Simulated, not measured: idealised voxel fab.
Process module under the name voxel self aligned contacts
cross-section cut | 155 nm wide | cells 5 nm
In what follows, cross-sections appear as grids of square cells, described through bands that run from the top down, where every band is one or more rows of cells.
Heights first: top, then bottom, in nm. Then materials, left to right, each with a width in nm. "throughout" on a single material: fills the band edge to edge. "blank": empty space.
Heights are reckoned from 0. Under this level, the received wafer is all of one material. The bottommost band is open-ended downward, for example "0 and below".
A two-number width, for instance "30->40", indicates that the width is equal to the first number in the top row of the band and to the second number in the bottom row, and that it changes by a constant amount per row of cells.
A step reported as "remained the same" is a step in which no cell of the cross-section changed.
Look at "Enclosed internal voids" for the closed voids: empty spaces with no open path to the top, sized 8 cells or up. Each is width x height at distance, distance from the left edge, all nm.
Post-settings text on a step line: simulator's own remark regarding the step.
What "overlay nm" on a step's line means: if the step has a mask, that mask lay this far to the right of its planned place, or, when the value is negative, to the left.

PROCESS STEPS FORESEEN IN THE PLAN
1,RECEIVE | material Si
2,CONFORMAL_DEP | material SiO2 | thk nm 5
3,DIRECTIONAL_DEP | material polySi | thk nm 20
4,DIRECTIONAL_DEP | material SiN | thk nm 15
5,PATTERN | tone cover | mask id GATE | material resist | width nm 30 | pitch nm 55 | thk nm 20 | overlay nm 0
6,DIRECTIONAL_ETCH | etch materials SiN | depth nm 5
7,DIRECTIONAL_ETCH | etch materials polySi | depth nm 20
8,STRIP | etch materials resist
9,CONFORMAL_DEP | material SiN | thk nm 5
10,DIRECTIONAL_ETCH | etch materials SiN | depth nm 5
11,FILL_DEP | material SiO2 | thk nm 10
12,CMP | height nm 45
13,DIRECTIONAL_DEP | material aC | thk nm 10
14,PATTERN | tone open | mask id CONTACT | material resist | width nm 35 | thk nm 30 | overlay nm 0
15,DIRECTIONAL_ETCH | etch materials aC | depth nm 10
16,STRIP | etch materials resist
17,DIRECTIONAL_ETCH | etch materials SiO2 | depth nm 45
18,STRIP | etch materials aC
19,CONFORMAL_DEP | material TiN | thk nm 5
20,FILL_DEP | material W | thk nm 10
21,CMP | height nm 45
22,CONFORMAL_DEP | material SiCN | thk nm 5
The depth nm used in step 6 is not the same on every wafer, whereas the starting condition is; the value printed in the plan is the first wafer's.

FIRST OF SEVERAL WAFERS, RECEIVED AFTER STEP 1, IN CROSS-SECTION
- 0 and below: Si throughout
- Enclosed internal voids: none

BELOW IS A PER-WAFER TABLE. IN IT, EACH ROW DESCRIBES THE WAFER AT THE END OF THE MODULE BY GIVING, FOR EACH MATERIAL, THE NUMBER OF CELLS GAINED (+) OR LOST (-) SINCE THE WAFER WAS RECEIVED, AND AFTER THAT THE CLOSED VOIDS OF THE WAFER
depth nm 5, +31 SiCN, +78 SiN, +67 SiO2, +9 TiN, +1 W, +124 polySi, Enclosed internal voids: none
depth nm 10, +31 SiCN, +63 SiN, +79 SiO2, +11 TiN, +2 W, +124 polySi, Enclosed internal voids: none
depth nm 15, +31 SiCN, +64 SiN, +136 SiO2, +23 TiN, +8 W, +48 polySi, Enclosed internal voids: none
depth nm 20, +31 SiCN, +64 SiN, +136 SiO2, +23 TiN, +8 W, +48 polySi, Enclosed internal voids: none
depth nm 25, +31 SiCN, +64 SiN, +136 SiO2, +23 TiN, +8 W, +48 polySi, Enclosed internal voids: none
depth nm 30, +31 SiCN, +64 SiN, +136 SiO2, +23 TiN, +8 W, +48 polySi, Enclosed internal voids: none
